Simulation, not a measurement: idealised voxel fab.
The following process module bears the name voxel transistor to metal.
Each square cell in cross-section cut measures 5 nm, and the section as a whole is 205 nm wide.
For the purposes of this document, a cross-section shall be understood as a grid of square cells, specified as bands listed in top-to-bottom order, each band consisting of one or more rows of cells.
A band entry consists of two parts. The first gives the height of the band's top and the height of its bottom, in nm. The rest lists the band's materials from left to right, each with its width in nm. A single material labelled with the word "everywhere" fills the band from edge to edge, and the word "empty" marks empty space.
Height datum 0, below which the as-received substrate wafer is one material. Lowest band open at the bottom, running downward: "0 and below".
A width such as "30..40" changes by the same amount from each row of cells to the next, from the band's top row to its bottom row.
The designation "everything unchanged", where it is given for a processing step, indicates that no cell of the cross-section was altered in the course of that step.
Each empty space that has no open way to the top and spans at least 8 cells appears under "Catalogued sealed voids" as width x height at distance, the distance counted from the left edge, all in nm.
Read whatever lies past the settings on a step's line as the simulator's own remark about the step.
The optional step-line setting "overlay nm" applies to steps with a mask and quantifies how far to the right of its planned location the mask lay, a negative value indicating leftward placement.
Process steps foreseen in the plan:
1,RECEIVE with material Si
2,OXIDIZE with depth nm 5
3,CONFORMAL_DEP with material SiN, thk nm 15
4,PATTERN with tone cover, mask id ACTIVE, material resist, width nm 100, thk nm 15, overlay nm 0
5,DIRECTIONAL_ETCH with etch materials SiN, depth nm 15
6,DIRECTIONAL_ETCH with etch materials SiO2, depth nm 5
7,DIRECTIONAL_ETCH with etch materials Si, depth nm 30
8,STRIP with etch materials resist
9,OXIDIZE with depth nm 5
10,FILL_DEP with material SiO2, thk nm 10
11,CMP with height nm 15
12,SELECTIVE_ETCH with etch materials SiO2, depth nm 5
13,STRIP with etch materials SiN
14,SELECTIVE_ETCH with etch materials SiO2, depth nm 5
15,OXIDIZE with depth nm 5
16,DIRECTIONAL_DEP with material polySi, thk nm 30
17,DIRECTIONAL_DEP with material SiCN, thk nm 15
18,MASKED_ETCH with tone cover, mask id GATE, width nm 20, etch materials SiCN, depth nm 25, overlay nm 0
19,MASKED_ETCH with tone cover, mask id GATE, width nm 20, etch materials polySi, depth nm 40, overlay nm 0
20,CONFORMAL_DEP with material SiN, thk nm 10
21,DIRECTIONAL_ETCH with etch materials SiN, depth nm 10
22,DIRECTIONAL_ETCH with etch materials SiO2, depth nm 5
23,DIRECTIONAL_ETCH with etch materials Si, depth nm 10
24,EPI with material SiGe, thk nm 15
25,FILL_DEP with material SiO2, thk nm 10
26,CMP with height nm 40
27,DIRECTIONAL_DEP with material SiO2, thk nm 10
28,PATTERN with tone open, mask id CONTACT, material resist, width nm 20, pitch nm 70, thk nm 15, overlay nm 0
29,DIRECTIONAL_ETCH with etch materials SiO2, depth nm 55
30,STRIP with etch materials resist
31,CONFORMAL_DEP with material TiN, thk nm 5
32,FILL_DEP with material W, thk nm 10
33,CMP with height nm 50
34,DIRECTIONAL_DEP with material TiN, thk nm 5
35,DIRECTIONAL_DEP with material Ru, thk nm 25
36,MASKED_ETCH with tone cover, mask id METAL_1, width nm 20, pitch nm 70, etch materials Ru, depth nm 25, overlay nm 0
37,MASKED_ETCH with tone cover, mask id METAL_1, width nm 20, pitch nm 70, etch materials TiN, depth nm 5, overlay nm 0
38,FILL_DEP with material SiO2, thk nm 5
39,CMP with height nm 80
40,CONFORMAL_DEP with material SiN, thk nm 5
Wafer at receipt (post step 1), cross-section:
- 0 and below: Si everywhere
- Catalogued sealed voids: none
End-of-module XS, first of two wafers, run as planned:
- 85 down to 80: SiN everywhere
- 80 down to 55: SiO2: 55; Ru: 20; SiO2: 50; Ru: 20; SiO2: 60
- 55 down to 50: SiO2: 55; TiN: 20; SiO2: 50; TiN: 20; SiO2: 60
- 50 down to 40: SiO2: 55; TiN: 5; W: 10; TiN: 5; SiO2: 50; TiN: 5; W: 10; TiN: 5; SiO2: 60
- 40 down to 25: SiO2: 55; TiN: 5; W: 10; TiN: 5; SiO2: 5; SiN: 10; SiCN: 20; SiN: 10; SiO2: 5; TiN: 5; W: 10; TiN: 5; SiO2: 60
- 25 down to 10: SiO2: 55; TiN: 5; W: 10; TiN: 5; SiO2: 5; SiN: 10; polySi: 20; SiN: 10; SiO2: 5; TiN: 5; W: 10; TiN: 5; SiO2: 60
- 10 down to 5: SiO2: 55; TiN: 20; SiO2: 5; SiN: 10; polySi: 20; SiN: 10; SiO2: 5; TiN: 20; SiO2: 60
- 5 down to -5: SiO2: 45; SiN: 10; TiN: 10; SiGe: 15; SiN: 10; polySi: 20; SiN: 10; SiGe: 15; TiN: 10; SiN: 10; SiO2: 50
- -5 down to -10: SiO2: 55; SiGe: 25; SiO2: 40; SiGe: 25; SiO2: 60
- -10 down to -20: SiO2: 55; SiGe: 25; Si: 40; SiGe: 25; SiO2: 60
- -20 down to -40: SiO2: 55; Si: 90; SiO2: 60
- -40 and below: Si everywhere
- Catalogued sealed voids: none
Second of two wafers, module complete, sectioned: it shares the first wafer's start and plan but was run with one mistake:
- 85 down to 80: SiN everywhere
- 80 down to 55: SiO2: 55; Ru: 20; SiO2: 50; Ru: 20; SiO2: 60
- 55 down to 50: SiO2: 55; TiN: 20; SiO2: 50; TiN: 20; SiO2: 60
- 50 down to 45: W everywhere
- 45 down to 40: TiN: 60; W: 10; TiN: 60; W: 10; TiN: 65
- 40 down to 30: SiO2: 55; TiN: 5; W: 10; TiN: 5; SiO2: 50; TiN: 5; W: 10; TiN: 5; SiO2: 60
- 30 down to 25: SiO2: 55; TiN: 5; W: 10; TiN: 5; SiO2: 5; SiN: 10; SiCN: 20; SiN: 10; SiO2: 5; TiN: 5; W: 10; TiN: 5; SiO2: 60
- 25 down to 10: SiO2: 55; TiN: 5; W: 10; TiN: 5; SiO2: 5; SiN: 10; polySi: 20; SiN: 10; SiO2: 5; TiN: 5; W: 10; TiN: 5; SiO2: 60
- 10 down to 5: SiO2: 55; TiN: 20; SiO2: 5; SiN: 10; polySi: 20; SiN: 10; SiO2: 5; TiN: 20; SiO2: 60
- 5 down to -5: SiO2: 45; SiN: 10; TiN: 10; SiGe: 15; SiN: 10; polySi: 20; SiN: 10; SiGe: 15; TiN: 10; SiN: 10; SiO2: 50
- -5 down to -10: SiO2: 55; SiGe: 25; SiO2: 40; SiGe: 25; SiO2: 60
- -10 down to -20: SiO2: 55; SiGe: 25; Si: 40; SiGe: 25; SiO2: 60
- -20 down to -40: SiO2: 55; Si: 90; SiO2: 60
- -40 and below: Si everywhere
- Catalogued sealed voids: none
It is concluded that the wafer was processed incorrectly with respect to the plan, in that rather than as planned, step 26 actually ran as CMP with height nm 30
The closing comparison, in cells, has the second wafer with more or fewer of some materials than the first: 8 fewer of SiCN, 8 fewer of SiN, 50 fewer of SiO2, 29 more of TiN, 37 more of W
